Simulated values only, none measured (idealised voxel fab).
You're looking at the process module voxel gate over fins.
cross-section cut | 205 nm wide | cells 5 nm
Notation: cross-section as square-cell grid; stated in bands, top first, going down; one or more cell rows per band. Basically the band line says how high the top is and how high the bottom is, in nm, and then what's in it from left to right, every material with its width in nm. Empty space shows up as "air", and if a single material carries "all across" it runs the full band edge to edge. Below 0: as-received wafer, all one material; heights counted from there. Lowest band: no bottom, goes on down, written "0 down". Think of "30 to 40" as a width that walks from the first number to the second as you go down the band, top row to bottom row, taking equal-sized steps from row to row. "nothing changed" (step): cross-section cells unchanged, all of them. The label "Entrapped voids" introduces a list of the empty spaces, 8 cells or larger, that have no open way up to the top; each entry in it reads width x height at distance, where the distance is taken from the left edge and all three are stated in nm. Step line, after settings: the simulator's comment on this step. You can add "overlay nm" to a step's line. For a step with a mask, it describes how far the mask lay to the right of its planned position, and a negative number describes a lay to the left.

[The following list gives the planned process steps]
1. RECEIVE (material Si)
2. CONFORMAL_DEP (material SiN; thk nm 5)
3. MASKED_ETCH (tone cover; mask id FINS; width nm 15; pitch nm 55; etch materials SiN; depth nm 5; overlay nm 0)
4. MASKED_ETCH (tone cover; mask id FINS; width nm 15; pitch nm 55; etch materials Si; depth nm 35; overlay nm 0)
5. OXIDIZE (depth nm 5)
6. FILL_DEP (material SiO2; thk nm 10)
7. CMP (height nm 5)
8. DIRECTIONAL_DEP (material aC; thk nm 15)
9. PATTERN (tone open; mask id RAIL; material resist; width nm 15; thk nm 35; overlay nm 0)
10. DIRECTIONAL_ETCH (etch materials aC; depth nm 15)
11. STRIP (etch materials resist)
12. DIRECTIONAL_ETCH (etch materials SiO2; depth nm 35)
13. STRIP (etch materials aC)
14. CONFORMAL_DEP (material TiN; thk nm 5)
15. FILL_DEP (material Ru; thk nm 5)
16. CMP (height nm 5)
17. SELECTIVE_ETCH (etch materials W Ru TiN; depth nm 30)
18. FILL_DEP (material SiO2; thk nm 5)
19. CMP (height nm 5)
20. SELECTIVE_ETCH (etch materials SiO2; depth nm 20)
21. STRIP (etch materials SiN)
22. CONFORMAL_DEP (material HfO2; thk nm 5)
23. CONFORMAL_DEP (material TiN; thk nm 5)
24. FILL_DEP (material W; thk nm 15)
25. CMP (height nm 20)
26. CONFORMAL_DEP (material SiCN; thk nm 5)

[So this is the incoming wafer in cross-section - it's already been through step 1]
> 0 down: Si all across
> Entrapped voids: none

[The first of two wafers, cross-sectioned at the end of the module, with the run proceeding as planned]
> 25 to 20: SiCN all across
> 20 to 10: W all across
> 10 to 5: W 35 nm  TiN 25 nm  W 30 nm  TiN 25 nm  W 30 nm  TiN 25 nm  W 35 nm
> 5 to 0: W 35 nm  TiN 5 nm  HfO2 15 nm  TiN 5 nm  W 30 nm  TiN 5 nm  HfO2 15 nm  TiN 5 nm  W 30 nm  TiN 5 nm  HfO2 15 nm  TiN 5 nm  W 35 nm
> 0 to -5: W 35 nm  TiN 5 nm  HfO2 5 nm  Si 5 nm  HfO2 5 nm  TiN 5 nm  W 30 nm  TiN 5 nm  HfO2 5 nm  Si 5 nm  HfO2 5 nm  TiN 5 nm  W 30 nm  TiN 5 nm  HfO2 5 nm  Si 5 nm  HfO2 5 nm  TiN 5 nm  W 35 nm
> -5 to -10: TiN 40 nm  HfO2 5 nm  Si 5 nm  HfO2 5 nm  TiN 40 nm  HfO2 5 nm  Si 5 nm  HfO2 5 nm  TiN 40 nm  HfO2 5 nm  Si 5 nm  HfO2 5 nm  TiN 40 nm
> -10 to -15: HfO2 45 nm  Si 5 nm  HfO2 50 nm  Si 5 nm  HfO2 50 nm  Si 5 nm  HfO2 45 nm
> -15 to -25: SiO2 45 nm  Si 5 nm  SiO2 50 nm  Si 5 nm  SiO2 50 nm  Si 5 nm  SiO2 45 nm
> -25 to -30: SiO2 45 nm  Si 5 nm  SiO2 15 nm  TiN 15 nm  SiO2 20 nm  Si 5 nm  SiO2 50 nm  Si 5 nm  SiO2 45 nm
> -30 to -40: SiO2 45 nm  Si 5 nm  SiO2 50 nm  Si 5 nm  SiO2 50 nm  Si 5 nm  SiO2 45 nm
> -40 down: Si all across
> Entrapped voids: none

[This cross-section belongs to the second wafer of two at the end of the module; the start and the plan were shared with the first, and the run included one mistake]
> 25 to 20: SiCN all across
> 20 to 10: W all across
> 10 to 5: TiN 45 nm  W 5 nm  TiN 50 nm  W 5 nm  TiN 50 nm  W 5 nm  TiN 45 nm
> 5 to 0: HfO2 40 nm  TiN 15 nm  HfO2 40 nm  TiN 15 nm  HfO2 40 nm  TiN 15 nm  HfO2 40 nm
> 0 to -5: Si 35 nm  HfO2 25 nm  Si 30 nm  HfO2 25 nm  Si 30 nm  HfO2 25 nm  Si 35 nm
> -5 down: Si all across
> Entrapped voids: none
what went wrong: step 3 was processed under conditions differing from the plan, specifically as MASKED_ETCH (tone open; mask id FINS; width nm 15; pitch nm 55; etch materials SiN; depth nm 5; overlay nm 0)
The closing comparison, in cells, has the second wafer with more or fewer of some materials than the first: -12 HfO2, +289 Si, -187 SiO2, -15 TiN, -75 W
